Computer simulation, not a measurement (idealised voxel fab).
Process module in this document: voxel transistor to metal
FYI the section here is cut, 300 nm wide, cells are 5 nm squares.
Cross-sections here: square-cell grids, written as top-down lists of bands, a band being one or more rows of cells. Band entry format. Leading values: height of top, height of bottom, nm. Remainder: materials in left-to-right order, each with its width in nm. Special words: "all across" on a single material, which then fills the band edge to edge; "air", empty space. Heads up on the height convention: 0 is the point under which the incoming wafer is all one material, and the lowest band has no bottom, it just keeps going down, like "0 and below". Quick explanation for "30->40": the width changes in equal steps down the rows of cells, from the first number in the band's top row to the second number in its bottom row. It should be understood that the words "nothing altered", when stated for a given step, signify that the cross-section underwent no change in any of its cells during that step. The entry titled "Enclosed internal cavities" provides the empty spaces that have no open way to the top, restricted to those of 8 cells or more. Each is presented as width x height at distance, the distance being measured from the left edge, with all three in nm. Step line, after settings: the simulator's comment on this step. Among the settings permitted on a step's line is "overlay nm"; applied to a step with a mask, it specifies the extent to which the mask lay to the right of its planned position, whereas a negative figure signifies a position to the left. Pairs ahead. Before: cross-section ahead of one process step. After: cross-section once the step is done, shown to the lowest changed band only. Under each pair: that step, with settings. Caution: pairs may come from different runs of this module on the same starting wafer; a pair follows the pair above only where its "Pre-step snapshot" entry says so.
Pre-step snapshot
55 down to 40: air 65 | resist 25 | air 115 | resist 25 | air 70
40 down to 25: air 65 | SiCN 25 | air 115 | SiCN 25 | air 70
25 down to -5: air 65 | polySi 25 | air 115 | polySi 25 | air 70
-5 down to -10: SiO2 all across
-10 down to -45: SiO2 25 | Si 105 | SiO2 35 | Si 105 | SiO2 30
-45 and below: Si all across
Enclosed internal cavities: none
Resultant Cross-Section
40 down to 25: air 65 | SiCN 25 | air 115 | SiCN 25 | air 70
Heights below 25 show no change.
Enclosed internal cavities: none
Between the cross-sections above, the step performed was STRIP [etch materials resist]
Pre-step snapshot: The prior state of this step coincides with the post-step cross-section of the pair just above.
Resultant Cross-Section
45 down to 40: air 60 | SiO2 35 | air 105 | SiO2 35 | air 65
40 down to 25: air 60 | SiO2 5 | SiCN 25 | SiO2 5 | air 105 | SiO2 5 | SiCN 25 | SiO2 5 | air 65
25 down to 0: air 60 | SiO2 5 | polySi 25 | SiO2 5 | air 105 | SiO2 5 | polySi 25 | SiO2 5 | air 65
0 down to -5: SiO2 65 | polySi 25 | SiO2 115 | polySi 25 | SiO2 70
Heights below -5 show no change.
Enclosed internal cavities: none
Between the cross-sections above, the step performed was CONFORMAL_DEP [material SiO2] [thk nm 5]
Pre-step snapshot: The prior state of this step coincides with the post-step cross-section of the pair just above.
Resultant Cross-Section
40 down to 25: air 60 | SiO2 5 | SiCN 25 | SiO2 5 | air 105 | SiO2 5 | SiCN 25 | SiO2 5 | air 65
25 down to -5: air 60 | SiO2 5 | polySi 25 | SiO2 5 | air 105 | SiO2 5 | polySi 25 | SiO2 5 | air 65
Heights below -5 show no change.
Enclosed internal cavities: none
Between the cross-sections above, the step performed was DIRECTIONAL_ETCH [etch materials SiO2] [depth nm 5]
Pre-step snapshot: The prior state of this step coincides with the post-step cross-section of the pair just above.
Resultant Cross-Section
50 down to 40: air 50 | SiN 55 | air 85 | SiN 55 | air 55
40 down to 25: air 50 | SiN 10 | SiO2 5 | SiCN 25 | SiO2 5 | SiN 10 | air 85 | SiN 10 | SiO2 5 | SiCN 25 | SiO2 5 | SiN 10 | air 55
25 down to 5: air 50 | SiN 10 | SiO2 5 | polySi 25 | SiO2 5 | SiN 10 | air 85 | SiN 10 | SiO2 5 | polySi 25 | SiO2 5 | SiN 10 | air 55
5 down to -5: SiN 60 | SiO2 5 | polySi 25 | SiO2 5 | SiN 105 | SiO2 5 | polySi 25 | SiO2 5 | SiN 65
Heights below -5 show no change.
Enclosed internal cavities: none
Between the cross-sections above, the step performed was CONFORMAL_DEP [material SiN] [thk nm 10]
Pre-step snapshot: The prior state of this step coincides with the post-step cross-section of the pair just above.
Resultant Cross-Section
40 down to 25: air 50 | SiN 10 | SiO2 5 | SiCN 25 | SiO2 5 | SiN 10 | air 85 | SiN 10 | SiO2 5 | SiCN 25 | SiO2 5 | SiN 10 | air 55
25 down to -5: air 50 | SiN 10 | SiO2 5 | polySi 25 | SiO2 5 | SiN 10 | air 85 | SiN 10 | SiO2 5 | polySi 25 | SiO2 5 | SiN 10 | air 55
Heights below -5 show no change.
Enclosed internal cavities: none
Between the cross-sections above, the step performed was DIRECTIONAL_ETCH [etch materials SiN] [depth nm 10]
Pre-step snapshot: The prior state of this step coincides with the post-step cross-section of the pair just above.
Resultant Cross-Section
40 down to 35: air 50 | SiN 10 | air 5 | SiCN 25 | air 5 | SiN 10 | air 85 | SiN 10 | air 5 | SiCN 25 | air 5 | SiN 10 | air 55
35 down to 25: air 50 | SiN 10 | SiO2 5 | SiCN 25 | SiO2 5 | SiN 10 | air 85 | SiN 10 | SiO2 5 | SiCN 25 | SiO2 5 | SiN 10 | air 55
25 down to -5: air 50 | SiN 10 | SiO2 5 | polySi 25 | SiO2 5 | SiN 10 | air 85 | SiN 10 | SiO2 5 | polySi 25 | SiO2 5 | SiN 10 | air 55
-5 down to -10: air 50 | SiO2 55 | air 85 | SiO2 55 | air 55
Heights below -10 show no change.
Enclosed internal cavities: none
Between the cross-sections above, the step performed was DIRECTIONAL_ETCH [etch materials SiO2] [depth nm 5]
Pre-step snapshot: The prior state of this step coincides with the post-step cross-section of the pair just above.
Resultant Cross-Section
40 down to 35: air 50 | SiN 10 | air 5 | SiCN 25 | air 5 | SiN 10 | air 85 | SiN 10 | air 5 | SiCN 25 | air 5 | SiN 10 | air 55
35 down to 25: air 50 | SiN 10 | SiO2 5 | SiCN 25 | SiO2 5 | SiN 10 | air 85 | SiN 10 | SiO2 5 | SiCN 25 | SiO2 5 | SiN 10 | air 55
25 down to -5: air 50 | SiN 10 | SiO2 5 | polySi 25 | SiO2 5 | SiN 10 | air 85 | SiN 10 | SiO2 5 | polySi 25 | SiO2 5 | SiN 10 | air 55
-5 down to -10: air 50 | SiO2 55 | air 85 | SiO2 55 | air 55
-10 down to -20: SiO2 25 | air 25 | Si 55 | air 25 | SiO2 35 | air 25 | Si 55 | air 25 | SiO2 30
Heights below -20 show no change.
Enclosed internal cavities: none
Between the cross-sections above, the step performed was DIRECTIONAL_ETCH [etch materials Si] [depth nm 10]
Pre-step snapshot: The prior state of this step coincides with the post-step cross-section of the pair just above.
Resultant Cross-Section
40 down to 35: air 50 | SiN 10 | air 5 | SiCN 25 | air 5 | SiN 10 | air 85 | SiN 10 | air 5 | SiCN 25 | air 5 | SiN 10 | air 55
35 down to 25: air 50 | SiN 10 | SiO2 5 | SiCN 25 | SiO2 5 | SiN 10 | air 85 | SiN 10 | SiO2 5 | SiCN 25 | SiO2 5 | SiN 10 | air 55
25 down to 0: air 50 | SiN 10 | SiO2 5 | polySi 25 | SiO2 5 | SiN 10 | air 85 | SiN 10 | SiO2 5 | polySi 25 | SiO2 5 | SiN 10 | air 55
0 down to -5: air 40 | nSi 10 | SiN 10 | SiO2 5 | polySi 25 | SiO2 5 | SiN 10 | nSi 10 | air 65 | nSi 10 | SiN 10 | SiO2 5 | polySi 25 | SiO2 5 | SiN 10 | nSi 10 | air 45
-5 down to -10: air 40 | nSi 10 | SiO2 55 | nSi 10 | air 65 | nSi 10 | SiO2 55 | nSi 10 | air 45
-10 down to -20: SiO2 25 | nSi 25 | Si 55 | nSi 25 | SiO2 35 | nSi 25 | Si 55 | nSi 25 | SiO2 30
Heights below -20 show no change.
Enclosed internal cavities: none
Between the cross-sections above, the step performed was EPI [material nSi] [thk nm 10]
Pre-step snapshot: The prior state of this step coincides with the post-step cross-section of the pair just above.
Resultant Cross-Section
50 down to 40: SiO2 all across
40 down to 25: SiO2 50 | SiN 10 | SiO2 5 | SiCN 25 | SiO2 5 | SiN 10 | SiO2 85 | SiN 10 | SiO2 5 | SiCN 25 | SiO2 5 | SiN 10 | SiO2 55
25 down to 0: SiO2 50 | SiN 10 | SiO2 5 | polySi 25 | SiO2 5 | SiN 10 | SiO2 85 | SiN 10 | SiO2 5 | polySi 25 | SiO2 5 | SiN 10 | SiO2 55
0 down to -5: SiO2 40 | nSi 10 | SiN 10 | SiO2 5 | polySi 25 | SiO2 5 | SiN 10 | nSi 10 | SiO2 65 | nSi 10 | SiN 10 | SiO2 5 | polySi 25 | SiO2 5 | SiN 10 | nSi 10 | SiO2 45
-5 down to -10: SiO2 40 | nSi 10 | SiO2 55 | nSi 10 | SiO2 65 | nSi 10 | SiO2 55 | nSi 10 | SiO2 45
Heights below -10 show no change.
Enclosed internal cavities: none
Between the cross-sections above, the step performed was FILL_DEP [material SiO2] [thk nm 10]
Pre-step snapshot: The prior state of this step coincides with the post-step cross-section of the pair just above.
Resultant Cross-Section
25 down to 0: SiO2 50 | SiN 10 | SiO2 5 | polySi 25 | SiO2 5 | SiN 10 | SiO2 85 | SiN 10 | SiO2 5 | polySi 25 | SiO2 5 | SiN 10 | SiO2 55
Heights below 0 show no change.
Enclosed internal cavities: none
Between the cross-sections above, the step performed was CMP [height nm 25]
Pre-step snapshot: The prior state of this step coincides with the post-step cross-section of the pair just above.
Resultant Cross-Section
25 down to 0: SiO2 50 | SiN 10 | SiO2 5 | air 25 | SiO2 5 | SiN 10 | SiO2 85 | SiN 10 | SiO2 5 | air 25 | SiO2 5 | SiN 10 | SiO2 55
0 down to -5: SiO2 40 | nSi 10 | SiN 10 | SiO2 5 | air 25 | SiO2 5 | SiN 10 | nSi 10 | SiO2 65 | nSi 10 | SiN 10 | SiO2 5 | air 25 | SiO2 5 | SiN 10 | nSi 10 | SiO2 45
Heights below -5 show no change.
Enclosed internal cavities: none
Between the cross-sections above, the step performed was STRIP [etch materials polySi]
Pre-step snapshot: The prior state of this step coincides with the post-step cross-section of the pair just above.
Resultant Cross-Section
25 down to 20: air 50 | SiN 10 | air 35 | SiN 10 | air 85 | SiN 10 | air 35 | SiN 10 | air 55
20 down to 0: SiO2 50 | SiN 10 | air 35 | SiN 10 | SiO2 85 | SiN 10 | air 35 | SiN 10 | SiO2 55
0 down to -5: SiO2 40 | nSi 10 | SiN 10 | air 35 | SiN 10 | nSi 10 | SiO2 65 | nSi 10 | SiN 10 | air 35 | SiN 10 | nSi 10 | SiO2 45
-5 down to -10: SiO2 40 | nSi 10 | SiO2 10 | air 35 | SiO2 10 | nSi 10 | SiO2 65 | nSi 10 | SiO2 10 | air 35 | SiO2 10 | nSi 10 | SiO2 45
Heights below -10 show no change.
Enclosed internal cavities: none
Between the cross-sections above, the step performed was SELECTIVE_ETCH [etch materials SiO2] [depth nm 5]
Pre-step snapshot: The prior state of this step coincides with the post-step cross-section of the pair just above.
Resultant Cross-Section
30 down to 25: air 45 | HfO2 20 | air 25 | HfO2 20 | air 75 | HfO2 20 | air 25 | HfO2 20 | air 50
25 down to 20: HfO2 50 | SiN 10 | HfO2 5 | air 25 | HfO2 5 | SiN 10 | HfO2 85 | SiN 10 | HfO2 5 | air 25 | HfO2 5 | SiN 10 | HfO2 55
20 down to 0: SiO2 50 | SiN 10 | HfO2 5 | air 25 | HfO2 5 | SiN 10 | SiO2 85 | SiN 10 | HfO2 5 | air 25 | HfO2 5 | SiN 10 | SiO2 55
0 down to -5: SiO2 40 | nSi 10 | SiN 10 | HfO2 5 | air 25 | HfO2 5 | SiN 10 | nSi 10 | SiO2 65 | nSi 10 | SiN 10 | HfO2 5 | air 25 | HfO2 5 | SiN 10 | nSi 10 | SiO2 45
-5 down to -10: SiO2 40 | nSi 10 | SiO2 10 | HfO2 35 | SiO2 10 | nSi 10 | SiO2 65 | nSi 10 | SiO2 10 | HfO2 35 | SiO2 10 | nSi 10 | SiO2 45
Heights below -10 show no change.
Enclosed internal cavities: none
Between the cross-sections above, the step performed was CONFORMAL_DEP [material HfO2] [thk nm 5]
Pre-step snapshot: The prior state of this step coincides with the post-step cross-section of the pair just above.
Resultant Cross-Section
35 down to 30: air 40 | TiN 30 | air 15 | TiN 30 | air 65 | TiN 30 | air 15 | TiN 30 | air 45
30 down to 25: TiN 45 | HfO2 20 | TiN 5 | air 15 | TiN 5 | HfO2 20 | TiN 75 | HfO2 20 | TiN 5 | air 15 | TiN 5 | HfO2 20 | TiN 50
25 down to 20: HfO2 50 | SiN 10 | HfO2 5 | TiN 5 | air 15 | TiN 5 | HfO2 5 | SiN 10 | HfO2 85 | SiN 10 | HfO2 5 | TiN 5 | air 15 | TiN 5 | HfO2 5 | SiN 10 | HfO2 55
20 down to 0: SiO2 50 | SiN 10 | HfO2 5 | TiN 5 | air 15 | TiN 5 | HfO2 5 | SiN 10 | SiO2 85 | SiN 10 | HfO2 5 | TiN 5 | air 15 | TiN 5 | HfO2 5 | SiN 10 | SiO2 55
0 down to -5: SiO2 40 | nSi 10 | SiN 10 | HfO2 5 | TiN 25 | HfO2 5 | SiN 10 | nSi 10 | SiO2 65 | nSi 10 | SiN 10 | HfO2 5 | TiN 25 | HfO2 5 | SiN 10 | nSi 10 | SiO2 45
Heights below -5 show no change.
Enclosed internal cavities: none
Between the cross-sections above, the step performed was CONFORMAL_DEP [material TiN] [thk nm 5]
Pre-step snapshot: The prior state of this step coincides with the post-step cross-section of the pair just above.
Resultant Cross-Section
45 down to 35: W all across
35 down to 30: W 40 | TiN 30 | W 15 | TiN 30 | W 65 | TiN 30 | W 15 | TiN 30 | W 45
30 down to 25: TiN 45 | HfO2 20 | TiN 5 | W 15 | TiN 5 | HfO2 20 | TiN 75 | HfO2 20 | TiN 5 | W 15 | TiN 5 | HfO2 20 | TiN 50
25 down to 20: HfO2 50 | SiN 10 | HfO2 5 | TiN 5 | W 15 | TiN 5 | HfO2 5 | SiN 10 | HfO2 85 | SiN 10 | HfO2 5 | TiN 5 | W 15 | TiN 5 | HfO2 5 | SiN 10 | HfO2 55
20 down to 0: SiO2 50 | SiN 10 | HfO2 5 | TiN 5 | W 15 | TiN 5 | HfO2 5 | SiN 10 | SiO2 85 | SiN 10 | HfO2 5 | TiN 5 | W 15 | TiN 5 | HfO2 5 | SiN 10 | SiO2 55
Heights below 0 show no change.
Enclosed internal cavities: none
Between the cross-sections above, the step performed was FILL_DEP [material W] [thk nm 10]
Pre-step snapshot: The prior state of this step coincides with the post-step cross-section of the pair just above.
Resultant Cross-Section
20 down to 0: SiO2 50 | SiN 10 | HfO2 5 | TiN 5 | W 15 | TiN 5 | HfO2 5 | SiN 10 | SiO2 85 | SiN 10 | HfO2 5 | TiN 5 | W 15 | TiN 5 | HfO2 5 | SiN 10 | SiO2 55
Heights below 0 show no change.
Enclosed internal cavities: none
Between the cross-sections above, the step performed was CMP [height nm 20]
Pre-step snapshot: The prior state of this step coincides with the post-step cross-section of the pair just above.
Resultant Cross-Section
35 down to 20: SiO2 all across
Heights below 20 show no change.
Enclosed internal cavities: none
Between the cross-sections above, the step performed was DIRECTIONAL_DEP [material SiO2] [thk nm 15]
Pre-step snapshot: The prior state of this step coincides with the post-step cross-section of the pair just above.
Resultant Cross-Section
50 down to 35: aC all across
Heights below 35 show no change.
Enclosed internal cavities: none
Between the cross-sections above, the step performed was DIRECTIONAL_DEP [material aC] [thk nm 15]
Pre-step snapshot: The prior state of this step coincides with the post-step cross-section of the pair just above.
Resultant Cross-Section
80 down to 50: resist 25 | air 20 | resist 65 | air 20 | resist 35 | air 20 | resist 65 | air 20 | resist 30
Heights below 50 show no change.
Enclosed internal cavities: none
Between the cross-sections above, the step performed was PATTERN [tone open] [mask id CONTACT] [material resist] [width nm 20] [thk nm 30] [overlay nm 0]
Pre-step snapshot: The prior state of this step coincides with the post-step cross-section of the pair just above.
Resultant Cross-Section
65 down to 50: resist 25 | air 20 | resist 65 | air 20 | resist 35 | air 20 | resist 65 | air 20 | resist 30
50 down to 35: aC 25 | air 20 | aC 65 | air 20 | aC 35 | air 20 | aC 65 | air 20 | aC 30
Heights below 35 show no change.
Enclosed internal cavities: none
Between the cross-sections above, the step performed was DIRECTIONAL_ETCH [etch materials aC] [depth nm 15]
Pre-step snapshot: The prior state of this step coincides with the post-step cross-section of the pair just above.
Resultant Cross-Section
50 down to 35: aC 25 | air 20 | aC 65 | air 20 | aC 35 | air 20 | aC 65 | air 20 | aC 30
Heights below 35 show no change.
Enclosed internal cavities: none
Between the cross-sections above, the step performed was STRIP [etch materials resist]
Pre-step snapshot: The prior state of this step coincides with the post-step cross-section of the pair just above.
Resultant Cross-Section
50 down to 35: aC 25 | air 20 | aC 65 | air 20 | aC 35 | air 20 | aC 65 | air 20 | aC 30
35 down to 20: SiO2 25 | air 20 | SiO2 65 | air 20 | SiO2 35 | air 20 | SiO2 65 | air 20 | SiO2 30
20 down to 0: SiO2 25 | air 20 | SiO2 5 | SiN 10 | HfO2 5 | TiN 5 | W 15 | TiN 5 | HfO2 5 | SiN 10 | SiO2 5 | air 20 | SiO2 35 | air 20 | SiO2 5 | SiN 10 | HfO2 5 | TiN 5 | W 15 | TiN 5 | HfO2 5 | SiN 10 | SiO2 5 | air 20 | SiO2 30
0 down to -5: SiO2 25 | air 15 | nSi 10 | SiN 10 | HfO2 5 | TiN 25 | HfO2 5 | SiN 10 | nSi 10 | air 15 | SiO2 35 | air 15 | nSi 10 | SiN 10 | HfO2 5 | TiN 25 | HfO2 5 | SiN 10 | nSi 10 | air 15 | SiO2 30
-5 down to -10: SiO2 25 | air 15 | nSi 10 | SiO2 10 | HfO2 35 | SiO2 10 | nSi 10 | air 15 | SiO2 35 | air 15 | nSi 10 | SiO2 10 | HfO2 35 | SiO2 10 | nSi 10 | air 15 | SiO2 30
Heights below -10 show no change.
Enclosed internal cavities: none
Between the cross-sections above, the step performed was DIRECTIONAL_ETCH [etch materials SiO2] [depth nm 45]
Pre-step snapshot: The prior state of this step coincides with the post-step cross-section of the pair just above.
Resultant Cross-Section
35 down to 20: SiO2 25 | air 20 | SiO2 65 | air 20 | SiO2 35 | air 20 | SiO2 65 | air 20 | SiO2 30
Heights below 20 show no change.
Enclosed internal cavities: none
Between the cross-sections above, the step performed was STRIP [etch materials aC]
Pre-step snapshot: The prior state of this step coincides with the post-step cross-section of the pair just above.
Resultant Cross-Section
40 down to 35: TiN 30 | air 10 | TiN 75 | air 10 | TiN 45 | air 10 | TiN 75 | air 10 | TiN 35
35 down to 20: SiO2 25 | TiN 5 | air 10 | TiN 5 | SiO2 65 | TiN 5 | air 10 | TiN 5 | SiO2 35 | TiN 5 | air 10 | TiN 5 | SiO2 65 | TiN 5 | air 10 | TiN 5 | SiO2 30
20 down to 5: SiO2 25 | TiN 5 | air 10 | TiN 5 | SiO2 5 | SiN 10 | HfO2 5 | TiN 5 | W 15 | TiN 5 | HfO2 5 | SiN 10 | SiO2 5 | TiN 5 | air 10 | TiN 5 | SiO2 35 | TiN 5 | air 10 | TiN 5 | SiO2 5 | SiN 10 | HfO2 5 | TiN 5 | W 15 | TiN 5 | HfO2 5 | SiN 10 | SiO2 5 | TiN 5 | air 10 | TiN 5 | SiO2 30
5 down to 0: SiO2 25 | TiN 5 | air 5 | TiN 10 | SiO2 5 | SiN 10 | HfO2 5 | TiN 5 | W 15 | TiN 5 | HfO2 5 | SiN 10 | SiO2 5 | TiN 10 | air 5 | TiN 5 | SiO2 35 | TiN 5 | air 5 | TiN 10 | SiO2 5 | SiN 10 | HfO2 5 | TiN 5 | W 15 | TiN 5 | HfO2 5 | SiN 10 | SiO2 5 | TiN 10 | air 5 | TiN 5 | SiO2 30
0 down to -5: SiO2 25 | TiN 5 | air 5 | TiN 5 | nSi 10 | SiN 10 | HfO2 5 | TiN 25 | HfO2 5 | SiN 10 | nSi 10 | TiN 5 | air 5 | TiN 5 | SiO2 35 | TiN 5 | air 5 | TiN 5 | nSi 10 | SiN 10 | HfO2 5 | TiN 25 | HfO2 5 | SiN 10 | nSi 10 | TiN 5 | air 5 | TiN 5 | SiO2 30
-5 down to -10: SiO2 25 | TiN 15 | nSi 10 | SiO2 10 | HfO2 35 | SiO2 10 | nSi 10 | TiN 15 | SiO2 35 | TiN 15 | nSi 10 | SiO2 10 | HfO2 35 | SiO2 10 | nSi 10 | TiN 15 | SiO2 30
Heights below -10 show no change.
Enclosed internal cavities: none
Between the cross-sections above, the step performed was CONFORMAL_DEP [material TiN] [thk nm 5]
Pre-step snapshot: The prior state of this step coincides with the post-step cross-section of the pair just above.
Resultant Cross-Section
45 down to 40: W all across
40 down to 35: TiN 30 | W 10 | TiN 75 | W 10 | TiN 45 | W 10 | TiN 75 | W 10 | TiN 35
35 down to 20: SiO2 25 | TiN 5 | W 10 | TiN 5 | SiO2 65 | TiN 5 | W 10 | TiN 5 | SiO2 35 | TiN 5 | W 10 | TiN 5 | SiO2 65 | TiN 5 | W 10 | TiN 5 | SiO2 30
20 down to 5: SiO2 25 | TiN 5 | W 10 | TiN 5 | SiO2 5 | SiN 10 | HfO2 5 | TiN 5 | W 15 | TiN 5 | HfO2 5 | SiN 10 | SiO2 5 | TiN 5 | W 10 | TiN 5 | SiO2 35 | TiN 5 | W 10 | TiN 5 | SiO2 5 | SiN 10 | HfO2 5 | TiN 5 | W 15 | TiN 5 | HfO2 5 | SiN 10 | SiO2 5 | TiN 5 | W 10 | TiN 5 | SiO2 30
5 down to 0: SiO2 25 | TiN 5 | W 5 | TiN 10 | SiO2 5 | SiN 10 | HfO2 5 | TiN 5 | W 15 | TiN 5 | HfO2 5 | SiN 10 | SiO2 5 | TiN 10 | W 5 | TiN 5 | SiO2 35 | TiN 5 | W 5 | TiN 10 | SiO2 5 | SiN 10 | HfO2 5 | TiN 5 | W 15 | TiN 5 | HfO2 5 | SiN 10 | SiO2 5 | TiN 10 | W 5 | TiN 5 | SiO2 30
0 down to -5: SiO2 25 | TiN 5 | W 5 | TiN 5 | nSi 10 | SiN 10 | HfO2 5 | TiN 25 | HfO2 5 | SiN 10 | nSi 10 | TiN 5 | W 5 | TiN 5 | SiO2 35 | TiN 5 | W 5 | TiN 5 | nSi 10 | SiN 10 | HfO2 5 | TiN 25 | HfO2 5 | SiN 10 | nSi 10 | TiN 5 | W 5 | TiN 5 | SiO2 30
Heights below -5 show no change.
Enclosed internal cavities: none
Between the cross-sections above, the step performed was FILL_DEP [material W] [thk nm 5]
Pre-step snapshot: The prior state of this step coincides with the post-step cross-section of the pair just above.
Resultant Cross-Section
35 down to 20: SiO2 25 | TiN 5 | W 10 | TiN 5 | SiO2 65 | TiN 5 | W 10 | TiN 5 | SiO2 35 | TiN 5 | W 10 | TiN 5 | SiO2 65 | TiN 5 | W 10 | TiN 5 | SiO2 30
Heights below 20 show no change.
Enclosed internal cavities: none
Between the cross-sections above, the step performed was CMP [height nm 35]
Pre-step snapshot: The prior state of this step coincides with the post-step cross-section of the pair just above.
Resultant Cross-Section
40 down to 35: TiN all across
Heights below 35 show no change.
Enclosed internal cavities: none
Between the cross-sections above, the step performed was DIRECTIONAL_DEP [material TiN] [thk nm 5]
Pre-step snapshot: The prior state of this step coincides with the post-step cross-section of the pair just above.
Resultant Cross-Section
60 down to 40: W all across
Heights below 40 show no change.
Enclosed internal cavities: none
Between the cross-sections above, the step performed was DIRECTIONAL_DEP [material W] [thk nm 20]
Pre-step snapshot: The prior state of this step coincides with the post-step cross-section of the pair just above.
Resultant Cross-Section
70 down to 60: aC all across
Heights below 60 show no change.
Enclosed internal cavities: none
Between the cross-sections above, the step performed was DIRECTIONAL_DEP [material aC] [thk nm 10]
Pre-step snapshot: The prior state of this step coincides with the post-step cross-section of the pair just above.
Resultant Cross-Section
95 down to 70: air 25 | resist 20 | air 65 | resist 20 | air 35 | resist 20 | air 65 | resist 20 | air 30
Heights below 70 show no change.
Enclosed internal cavities: none
Between the cross-sections above, the step performed was PATTERN [tone cover] [mask id METAL_1] [material resist] [width nm 20] [thk nm 25] [overlay nm 0]
Pre-step snapshot: The prior state of this step coincides with the post-step cross-section of the pair just above.
Resultant Cross-Section
85 down to 70: air 25 | resist 20 | air 65 | resist 20 | air 35 | resist 20 | air 65 | resist 20 | air 30
70 down to 60: air 25 | aC 20 | air 65 | aC 20 | air 35 | aC 20 | air 65 | aC 20 | air 30
Heights below 60 show no change.
Enclosed internal cavities: none
Between the cross-sections above, the step performed was DIRECTIONAL_ETCH [etch materials aC] [depth nm 10]
Pre-step snapshot: The prior state of this step coincides with the post-step cross-section of the pair just above.
Resultant Cross-Section
70 down to 60: air 25 | aC 20 | air 65 | aC 20 | air 35 | aC 20 | air 65 | aC 20 | air 30
Heights below 60 show no change.
Enclosed internal cavities: none
Between the cross-sections above, the step performed was STRIP [etch materials resist]
Pre-step snapshot: The prior state of this step coincides with the post-step cross-section of the pair just above.
Resultant Cross-Section
70 down to 60: air 25 | aC 20 | air 65 | aC 20 | air 35 | aC 20 | air 65 | aC 20 | air 30
60 down to 40: air 25 | W 20 | air 65 | W 20 | air 35 | W 20 | air 65 | W 20 | air 30
Heights below 40 show no change.
Enclosed internal cavities: none
Between the cross-sections above, the step performed was DIRECTIONAL_ETCH [etch materials W] [depth nm 20]
Pre-step snapshot: The prior state of this step coincides with the post-step cross-section of the pair just above.
Resultant Cross-Section
70 down to 60: air 25 | aC 20 | air 65 | aC 20 | air 35 | aC 20 | air 65 | aC 20 | air 30
60 down to 40: air 25 | W 20 | air 65 | W 20 | air 35 | W 20 | air 65 | W 20 | air 30
40 down to 35: air 25 | TiN 20 | air 65 | TiN 20 | air 35 | TiN 20 | air 65 | TiN 20 | air 30
Heights below 35 show no change.
Enclosed internal cavities: none
Between the cross-sections above, the step performed was DIRECTIONAL_ETCH [etch materials TiN] [depth nm 5]
Pre-step snapshot: The prior state of this step coincides with the post-step cross-section of the pair just above.
Resultant Cross-Section
60 down to 40: air 25 | W 20 | air 65 | W 20 | air 35 | W 20 | air 65 | W 20 | air 30
Heights below 40 show no change.
Enclosed internal cavities: none
Between the cross-sections above, the step performed was STRIP [etch materials aC]
Pre-step snapshot: The prior state of this step coincides with the post-step cross-section of the pair just above.
Resultant Cross-Section
70 down to 60: lowk all across
60 down to 40: lowk 25 | W 20 | lowk 65 | W 20 | lowk 35 | W 20 | lowk 65 | W 20 | lowk 30
40 down to 35: lowk 25 | TiN 20 | lowk 65 | TiN 20 | lowk 35 | TiN 20 | lowk 65 | TiN 20 | lowk 30
Heights below 35 show no change.
Enclosed internal cavities: none
Between the cross-sections above, the step performed was FILL_DEP [material lowk] [thk nm 10]
Pre-step snapshot: The prior state of this step coincides with the post-step cross-section of the pair just above.
Resultant Cross-Section
60 down to 40: lowk 25 | W 20 | lowk 65 | W 20 | lowk 35 | W 20 | lowk 65 | W 20 | lowk 30
Heights below 40 show no change.
Enclosed internal cavities: none
Between the cross-sections above, the step performed was CMP [height nm 60]
Pre-step snapshot: The prior state of this step coincides with the post-step cross-section of the pair just above.
Resultant Cross-Section
65 down to 60: SiN all across
Heights below 60 show no change.
Enclosed internal cavities: none
Between the cross-sections above, the step performed was CONFORMAL_DEP [material SiN] [thk nm 5]
Pre-step snapshot
70 down to 60: aC all across
60 down to 40: W all across
40 down to 35: TiN all across
35 down to 20: SiO2 25 | TiN 5 | W 10 | TiN 5 | SiO2 65 | TiN 5 | W 10 | TiN 5 | SiO2 35 | TiN 5 | W 10 | TiN 5 | SiO2 65 | TiN 5 | W 10 | TiN 5 | SiO2 30
20 down to 5: SiO2 25 | TiN 5 | W 10 | TiN 5 | SiN 10 | HfO2 5 | TiN 5 | W 25 | TiN 5 | HfO2 5 | SiN 10 | TiN 5 | W 10 | TiN 5 | SiO2 35 | TiN 5 | W 10 | TiN 5 | SiN 10 | HfO2 5 | TiN 5 | W 25 | TiN 5 | HfO2 5 | SiN 10 | TiN 5 | W 10 | TiN 5 | SiO2 30
5 down to 0: SiO2 25 | TiN 20 | SiN 10 | HfO2 5 | TiN 5 | W 25 | TiN 5 | HfO2 5 | SiN 10 | TiN 20 | SiO2 35 | TiN 20 | SiN 10 | HfO2 5 | TiN 5 | W 25 | TiN 5 | HfO2 5 | SiN 10 | TiN 20 | SiO2 30
0 down to -5: SiO2 25 | TiN 10 | nSi 10 | SiN 10 | HfO2 5 | TiN 35 | HfO2 5 | SiN 10 | nSi 10 | TiN 10 | SiO2 35 | TiN 10 | nSi 10 | SiN 10 | HfO2 5 | TiN 35 | HfO2 5 | SiN 10 | nSi 10 | TiN 10 | SiO2 30
-5 down to -10: SiO2 25 | TiN 10 | nSi 10 | SiO2 10 | HfO2 45 | SiO2 10 | nSi 10 | TiN 10 | SiO2 35 | TiN 10 | nSi 10 | SiO2 10 | HfO2 45 | SiO2 10 | nSi 10 | TiN 10 | SiO2 30
-10 down to -20: SiO2 25 | nSi 20 | Si 65 | nSi 20 | SiO2 35 | nSi 20 | Si 65 | nSi 20 | SiO2 30
-20 down to -45: SiO2 25 | Si 105 | SiO2 35 | Si 105 | SiO2 30
-45 and below: Si all across
Enclosed internal cavities: none
Resultant Cross-Section
95 down to 70: air 30 | resist 20 | air 65 | resist 20 | air 35 | resist 20 | air 65 | resist 20 | air 25
Heights below 70 show no change.
Enclosed internal cavities: none
Between the cross-sections above, the step performed was PATTERN [tone cover] [mask id METAL_1] [material resist] [width nm 20] [thk nm 25] [overlay nm 5]
Pre-step snapshot: The prior state of this step coincides with the post-step cross-section of the pair just above.
Resultant Cross-Section
85 down to 70: air 30 | resist 20 | air 65 | resist 20 | air 35 | resist 20 | air 65 | resist 20 | air 25
70 down to 60: air 30 | aC 20 | air 65 | aC 20 | air 35 | aC 20 | air 65 | aC 20 | air 25
Heights below 60 show no change.
Enclosed internal cavities: none
Between the cross-sections above, the step performed was DIRECTIONAL_ETCH [etch materials aC] [depth nm 10]
Pre-step snapshot: The prior state of this step coincides with the post-step cross-section of the pair just above.
Resultant Cross-Section
70 down to 60: air 30 | aC 20 | air 65 | aC 20 | air 35 | aC 20 | air 65 | aC 20 | air 25
Heights below 60 show no change.
Enclosed internal cavities: none
Between the cross-sections above, the step performed was STRIP [etch materials resist]
Pre-step snapshot: The prior state of this step coincides with the post-step cross-section of the pair just above.
Resultant Cross-Section
70 down to 60: air 30 | aC 20 | air 65 | aC 20 | air 35 | aC 20 | air 65 | aC 20 | air 25
60 down to 40: air 30 | W 20 | air 65 | W 20 | air 35 | W 20 | air 65 | W 20 | air 25
Heights below 40 show no change.
Enclosed internal cavities: none
Between the cross-sections above, the step performed was DIRECTIONAL_ETCH [etch materials W] [depth nm 20]
